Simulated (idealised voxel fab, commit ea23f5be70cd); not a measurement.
The following is a process module called voxel tone inversion.
Cross-section cut: width 175 nm, square cells of 5 nm.
When this document writes out a cross-section, it uses a grid of square cells and lists it as bands, beginning at the top and moving down, with a band standing for one or more rows of cells.
A band entry consists of two parts. The first gives the height of the band's top and the height of its bottom, in nm. The rest lists the band's materials from left to right, each with its width in nm. A single material labelled with the word "edge to edge" fills the band from edge to edge, and the word "blank" marks empty space.
Where do heights start? At 0: under that level the wafer as delivered is made of one material only. And the lowest band has no floor; it just carries on downward, as in "from 0 down".
When a width is written as two numbers, as in "30..40", the first number is the width in the top row of cells of the band and the second is the width in its bottom row, and the width changes by the same amount from each row to the next.
You'll sometimes find "remained the same" written for a step, and that's the way of saying that nowhere in the cross-section did a cell change during that step.
The entry "Sealed void inventory" lists the empty spaces that cover at least 8 cells and have no open path to the top. Each is written as width x height at distance, where the distance is measured from the left edge and all three values are in nm.
Heads up: the bit after the settings on a step's line is the simulator's remark on that step.
"overlay nm" denotes, for a step that has a mask, the displacement of the mask to the right of its planned place, with negative values corresponding to the left.

The following list gives the planned process steps:
- 1: op RECEIVE | material Si
- 2: op CONFORMAL_DEP | material SiCN | thk nm 10
- 3: op DIRECTIONAL_DEP | material polySi | thk nm 25
- 4: op PATTERN | tone cover | mask id POSTS | material resist | width nm 25 | pitch nm 50 | thk nm 35 | overlay nm 0
- 5: op DIRECTIONAL_ETCH | etch materials polySi | depth nm 25
- 6: op STRIP | etch materials resist
- 7: op FILL_DEP | material SiO2 | thk nm 10
- 8: op CMP | height nm 35
- 9: op STRIP | etch materials polySi
- 10: op CONFORMAL_DEP | material TiN | thk nm 5
- 11: op FILL_DEP | material Cu | thk nm 10
- 12: op CMP | height nm 35
- 13: op CONFORMAL_DEP | material SiCN | thk nm 5

Cross-section, incoming material, after step 1:
    from 0 down | Si edge to edge
    Sealed void inventory: none

The plan above was carried out on the starting structure above with one mistake, and this cross-section shows the wafer at the end of the module:
    from 40 to 35 | SiCN edge to edge
    from 35 to 25 | SiO2 edge to edge
    from 25 to 0 | 25 nm SiO2, then 25 nm polySi, then 25 nm SiO2, then 25 nm polySi, then 25 nm SiO2, then 25 nm polySi, then 25 nm SiO2
    from 0 down | Si edge to edge
    Sealed void inventory: none
Here's what went sideways: it should be noted that step 2 of the plan was omitted and was not performed
